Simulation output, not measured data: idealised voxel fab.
You're looking at the process module voxel fin reveal.
The width of the displayed cross-section, cut, is 255 nm; its cells are square, with a size of 5 nm.
A cross-section in this document is a grid of square cells, and it is written down as bands, the top band listed before the ones below it; a band is made up of one or more rows of cells. Look at the band entry: it leads with the top's height and the bottom's height in nm. Then it lists the materials left to right, with a width in nm for each. The word "all across" on a single material says that material fills the band edge to edge. The word "air" is empty space. Beneath 0, the wafer as received is one material, and that level is where height counting begins. The lowest band goes on downward without a bottom; it is written like "z 0 and below". You'd read "30 to 40" like this: the band's top row of cells is as wide as the first number, its bottom row is as wide as the second, and going down, every row changes width by the same amount as the row before did. "changes: none" (step): cross-section cells unchanged, all of them. Reported under the label "Enclosed cavities" are the empty spaces having no open way to the top and comprising 8 cells or more; the notation for each is width x height at distance, in which the distance is measured from the left edge and all three values are in nm. That trailing text on a step's line, after the settings, is the simulator's own remark on the step. overlay nm: how far to the right of its planned place the mask lay on this masked step (negative: to the left).
The following list gives the planned process steps
| 1 | RECEIVE [material Si] |
| 2 | CONFORMAL_DEP [material SiN] [thk nm 10] |
| 3 | PATTERN [tone cover] [mask id FINS] [material resist] [width nm 15] [pitch nm 40] [thk nm 15] [overlay nm 0] |
| 4 | DIRECTIONAL_ETCH [etch materials SiN] [depth nm 10] |
| 5 | DIRECTIONAL_ETCH [etch materials Si] [depth nm 35] |
| 6 | STRIP [etch materials resist] |
| 7 | OXIDIZE [depth nm 5] |
| 8 | FILL_DEP [material SiO2] [thk nm 15] |
| 9 | CMP [height nm 10] |
| 10 | SELECTIVE_ETCH [etch materials SiO2] [depth nm 35] |
| 11 | STRIP [etch materials SiN] |
Received-state cross-section, reflecting completion of step 1
  z 0 and below: Si all across
  Enclosed cavities: none
First of two wafers at the end of the module, shown in cross-section; run carried out as planned
  z 0 to -25: 85 nm air; 5 nm Si; 35 nm air; 5 nm Si; 35 nm air; 5 nm Si; 85 nm air
  z -25 to -40: 85 nm SiO2; 5 nm Si; 35 nm SiO2; 5 nm Si; 35 nm SiO2; 5 nm Si; 85 nm SiO2
  z -40 and below: Si all across
  Enclosed cavities: none
What the second wafer looks like in cross-section once the module is done. Its start and its plan matched the first wafer's exactly; what differed was one mistake in how it was run
  z 0 to -40: 85 nm air; 5 nm Si; 35 nm air; 5 nm Si; 35 nm air; 5 nm Si; 85 nm air
  z -40 and below: Si all across
  Enclosed cavities: none
what went wrong: step 10 in the plan was executed twice
Cell-count delta at end, second wafer over first, by material: -144 SiO2
